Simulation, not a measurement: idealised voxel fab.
This is a process module. Its name is voxel tone inversion.
Cross-sectional view cut (width: 220 nm; square cell size: 5 nm).
Square cells in a grid make up a cross-section in this document, and the grid is given as bands, listed from the top down, each one or more rows of cells. Top, bottom (nm), then materials left to right with widths (nm); lone material tagged "full width" fills the whole band edge to edge; "empty" = empty space. Height reference: 0 = level under which incoming wafer is all one material. Lowest band: no bottom, runs on downward, e.g. "top 0, no bottom". You'd read "30->40" like this: the band's top row of cells is as wide as the first number, its bottom row is as wide as the second, and going down, every row changes width by the same amount as the row before did. Take "no modification" at face value: in the step it is given for, the cross-section changed in none of its cells. Closed empty spaces (no open way to the top) of 8 cells or more are what "Enclosed void catalog" lists, each as width x height at distance from the left edge, nm for all three. On each step's line, the part that comes after the settings is the simulator's own comment on the step. The setting "overlay nm" may be written on the line of a step. When the step uses a mask, the value reports how far to the right of the planned place the mask lay, and a negative value reports that it lay to the left.

**These are the steps we planned for the process**
step 1: RECEIVE (material Si)
step 2: CONFORMAL_DEP (material SiN; thk nm 5)
step 3: DIRECTIONAL_DEP (material aC; thk nm 20)
step 4: PATTERN (tone cover; mask id POSTS; material resist; width nm 20; pitch nm 40; thk nm 30; overlay nm 0)
step 5: DIRECTIONAL_ETCH (etch materials aC; depth nm 20)
step 6: STRIP (etch materials resist)
step 7: FILL_DEP (material lowk; thk nm 5)
step 8: CMP (height nm 25)
step 9: STRIP (etch materials aC)
step 10: CONFORMAL_DEP (material TiN; thk nm 5)
step 11: FILL_DEP (material Cu; thk nm 10)
step 12: CMP (height nm 25)
step 13: CONFORMAL_DEP (material SiCN; thk nm 5)

**as received, after step 1**
> top 0, no bottom | Si full width
> Enclosed void catalog: none

**Cross-section: first of two wafers, module finished, run according to plan**
> top 30, bottom 25 | SiCN full width
> top 25, bottom 10 | lowk 80; TiN 5; Cu 10; TiN 5; lowk 20; TiN 5; Cu 10; TiN 5; lowk 80
> top 10, bottom 5 | lowk 80; TiN 20; lowk 20; TiN 20; lowk 80
> top 5, bottom 0 | SiN full width
> top 0, no bottom | Si full width
> Enclosed void catalog: none

**Cross-sectional image of the second wafer of the two following completion of the module. Starting state and process plan were the same as for the first wafer; one execution error occurred**
> top 30, bottom 25 | SiCN full width
> top 25, bottom 10 | lowk 85; TiN 5; Cu 5; TiN 5; lowk 25; TiN 5; Cu 5; TiN 5; lowk 80
> top 10, bottom 5 | lowk 85; TiN 15; lowk 25; TiN 15; lowk 80
> top 5, bottom 0 | SiN full width
> top 0, no bottom | Si full width
> Enclosed void catalog: none
Which mistake was made when the wafer was run? not per plan at step 4, really ran PATTERN (tone cover; mask id POSTS; material resist; width nm 15; pitch nm 40; thk nm 30; overlay nm 0)
Heads up, by the end the second wafer has more or fewer cells of some materials compared to the first: Cu: 6 fewer, TiN: 2 fewer, lowk: 8 more
